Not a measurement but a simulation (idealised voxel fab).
process module | voxel spacer lines
Cross-sectional view cut (width: 180 nm; square cell size: 5 nm).
The cross-sections in this document take the form of a grid made of square cells. They are written out as bands, in order from top to bottom. Each band consists of one or more rows of cells. The entry gives the band's vertical extent as a top height and a bottom height in nm, then its horizontal make-up as materials from left to right, each with a width in nm. "empty" stands for empty space; a single material marked "full width" fills the band edge to edge. Heights are measured from 0, the level below which the as-received wafer is all one material; the lowest band has no bottom and continues downward, written as in "from 0 down". Width "30 to 40": first value at the band's top row of cells, second value at its bottom row, equal change from row to row. "remained the same" -> step changed no cross-section cell. Heads up: "Closed void entries" only lists the empty pockets with no open path to the top that are 8 cells or more, and it writes them as width x height at distance, distance from the left edge, in nm. Note: text after step settings on the step line = simulator remark on that step. Among the settings permitted on a step's line is "overlay nm"; applied to a step with a mask, it specifies the extent to which the mask lay to the right of its planned position, whereas a negative figure signifies a position to the left.
THIS SECTION LISTS THE PROCESS STEPS THAT WERE PLANNED
1,RECEIVE | material Si
2,CONFORMAL_DEP | material Al2O3 | thk nm 5
3,DIRECTIONAL_DEP | material TiN | thk nm 15
4,DIRECTIONAL_DEP | material polySi | thk nm 25
5,PATTERN | tone cover | mask id MANDREL | material resist | width nm 25 | pitch nm 80 | thk nm 30 | overlay nm 0
6,DIRECTIONAL_ETCH | etch materials polySi | depth nm 25
7,STRIP | etch materials resist
8,CONFORMAL_DEP | material SiO2 | thk nm 15
9,DIRECTIONAL_ETCH | etch materials SiO2 | depth nm 15
10,STRIP | etch materials polySi
11,DIRECTIONAL_ETCH | etch materials TiN | depth nm 15
12,STRIP | etch materials SiO2
FIRST WAFER, TWO IN TOTAL, RUN AS PLANNED
THIS IS THE CROSS-SECTION OF THE WAFER AS WE RECEIVED IT, I.E. AFTER STEP 1
  from 0 down  Si full width
  Closed void entries: none
ONCE STEP 2 IS THROUGH, THE WAFER LOOKS LIKE THIS IN CROSS-SECTION
  from 5 to 0  Al2O3 full width
  Nothing below the height 0 has changed.
ONCE STEP 3 IS THROUGH, THE WAFER LOOKS LIKE THIS IN CROSS-SECTION
  from 20 to 5  TiN full width
  Nothing below the height 5 has changed.
ONCE STEP 4 IS THROUGH, THE WAFER LOOKS LIKE THIS IN CROSS-SECTION
  from 45 to 20  polySi full width
  Nothing below the height 20 has changed.
ONCE STEP 5 IS THROUGH, THE WAFER LOOKS LIKE THIS IN CROSS-SECTION
  from 75 to 45  empty: 35, then resist: 25, then empty: 55, then resist: 25, then empty: 40
  Nothing below the height 45 has changed.
ONCE STEP 6 IS THROUGH, THE WAFER LOOKS LIKE THIS IN CROSS-SECTION
  from 75 to 45  empty: 35, then resist: 25, then empty: 55, then resist: 25, then empty: 40
  from 45 to 20  empty: 35, then polySi: 25, then empty: 55, then polySi: 25, then empty: 40
  Nothing below the height 20 has changed.
ONCE STEP 7 IS THROUGH, THE WAFER LOOKS LIKE THIS IN CROSS-SECTION
  from 45 to 20  empty: 35, then polySi: 25, then empty: 55, then polySi: 25, then empty: 40
  Nothing below the height 20 has changed.
ONCE STEP 8 IS THROUGH, THE WAFER LOOKS LIKE THIS IN CROSS-SECTION
  from 60 to 45  empty: 20, then SiO2: 55, then empty: 25, then SiO2: 55, then empty: 25
  from 45 to 35  empty: 20, then SiO2: 15, then polySi: 25, then SiO2: 15, then empty: 25, then SiO2: 15, then polySi: 25, then SiO2: 15, then empty: 25
  from 35 to 20  SiO2: 35, then polySi: 25, then SiO2: 55, then polySi: 25, then SiO2: 40
  Nothing below the height 20 has changed.
ONCE STEP 9 IS THROUGH, THE WAFER LOOKS LIKE THIS IN CROSS-SECTION
  from 45 to 20  empty: 20, then SiO2: 15, then polySi: 25, then SiO2: 15, then empty: 25, then SiO2: 15, then polySi: 25, then SiO2: 15, then empty: 25
  Nothing below the height 20 has changed.
ONCE STEP 10 IS THROUGH, THE WAFER LOOKS LIKE THIS IN CROSS-SECTION
  from 45 to 20  empty: 20, then SiO2: 15, then empty: 25, then SiO2: 15, then empty: 25, then SiO2: 15, then empty: 25, then SiO2: 15, then empty: 25
  Nothing below the height 20 has changed.
ONCE STEP 11 IS THROUGH, THE WAFER LOOKS LIKE THIS IN CROSS-SECTION
  from 45 to 20  empty: 20, then SiO2: 15, then empty: 25, then SiO2: 15, then empty: 25, then SiO2: 15, then empty: 25, then SiO2: 15, then empty: 25
  from 20 to 5  empty: 20, then TiN: 15, then empty: 25, then TiN: 15, then empty: 25, then TiN: 15, then empty: 25, then TiN: 15, then empty: 25
  Nothing below the height 5 has changed.
ONCE STEP 12 IS THROUGH, THE WAFER LOOKS LIKE THIS IN CROSS-SECTION
  from 20 to 5  empty: 20, then TiN: 15, then empty: 25, then TiN: 15, then empty: 25, then TiN: 15, then empty: 25, then TiN: 15, then empty: 25
  Nothing below the height 5 has changed.
WAFER TWO OF TWO - SAME STARTING POINT, SAME PROCESS PLAN, ONE MISTAKE IN EXECUTION; MATCHES WAFER ONE UP TO AND INCLUDING STEP 2
CROSS-SECTION: SECOND WAFER, TIME AT WHICH STEP 3 WAS SCHEDULED TO END
  from 10 to 5  TiN full width
  Nothing below the height 5 has changed.
CROSS-SECTION: SECOND WAFER, TIME AT WHICH STEP 4 WAS SCHEDULED TO END
  from 35 to 10  polySi full width
  Nothing below the height 10 has changed.
CROSS-SECTION: SECOND WAFER, TIME AT WHICH STEP 5 WAS SCHEDULED TO END
  from 65 to 35  empty: 35, then resist: 25, then empty: 55, then resist: 25, then empty: 40
  Nothing below the height 35 has changed.
CROSS-SECTION: SECOND WAFER, TIME AT WHICH STEP 6 WAS SCHEDULED TO END
  from 65 to 35  empty: 35, then resist: 25, then empty: 55, then resist: 25, then empty: 40
  from 35 to 10  empty: 35, then polySi: 25, then empty: 55, then polySi: 25, then empty: 40
  Nothing below the height 10 has changed.
CROSS-SECTION: SECOND WAFER, TIME AT WHICH STEP 7 WAS SCHEDULED TO END
  from 35 to 10  empty: 35, then polySi: 25, then empty: 55, then polySi: 25, then empty: 40
  Nothing below the height 10 has changed.
CROSS-SECTION: SECOND WAFER, TIME AT WHICH STEP 8 WAS SCHEDULED TO END
  from 50 to 35  empty: 20, then SiO2: 55, then empty: 25, then SiO2: 55, then empty: 25
  from 35 to 25  empty: 20, then SiO2: 15, then polySi: 25, then SiO2: 15, then empty: 25, then SiO2: 15, then polySi: 25, then SiO2: 15, then empty: 25
  from 25 to 10  SiO2: 35, then polySi: 25, then SiO2: 55, then polySi: 25, then SiO2: 40
  Nothing below the height 10 has changed.
CROSS-SECTION: SECOND WAFER, TIME AT WHICH STEP 9 WAS SCHEDULED TO END
  from 35 to 10  empty: 20, then SiO2: 15, then polySi: 25, then SiO2: 15, then empty: 25, then SiO2: 15, then polySi: 25, then SiO2: 15, then empty: 25
  Nothing below the height 10 has changed.
CROSS-SECTION: SECOND WAFER, TIME AT WHICH STEP 10 WAS SCHEDULED TO END
  from 35 to 10  empty: 20, then SiO2: 15, then empty: 25, then SiO2: 15, then empty: 25, then SiO2: 15, then empty: 25, then SiO2: 15, then empty: 25
  Nothing below the height 10 has changed.
CROSS-SECTION: SECOND WAFER, TIME AT WHICH STEP 11 WAS SCHEDULED TO END
  from 35 to 10  empty: 20, then SiO2: 15, then empty: 25, then SiO2: 15, then empty: 25, then SiO2: 15, then empty: 25, then SiO2: 15, then empty: 25
  from 10 to 5  empty: 20, then TiN: 15, then empty: 25, then TiN: 15, then empty: 25, then TiN: 15, then empty: 25, then TiN: 15, then empty: 25
  Nothing below the height 5 has changed.
CROSS-SECTION: SECOND WAFER, TIME AT WHICH STEP 12 WAS SCHEDULED TO END
  from 10 to 5  empty: 20, then TiN: 15, then empty: 25, then TiN: 15, then empty: 25, then TiN: 15, then empty: 25, then TiN: 15, then empty: 25
  Nothing below the height 5 has changed.
So what did we get wrong on this run? off-plan run, step 3, actual operation and settings DIRECTIONAL_DEP | material TiN | thk nm 5
Count the cells at the end and the second wafer has more or fewer of some materials than the first: -24 TiN
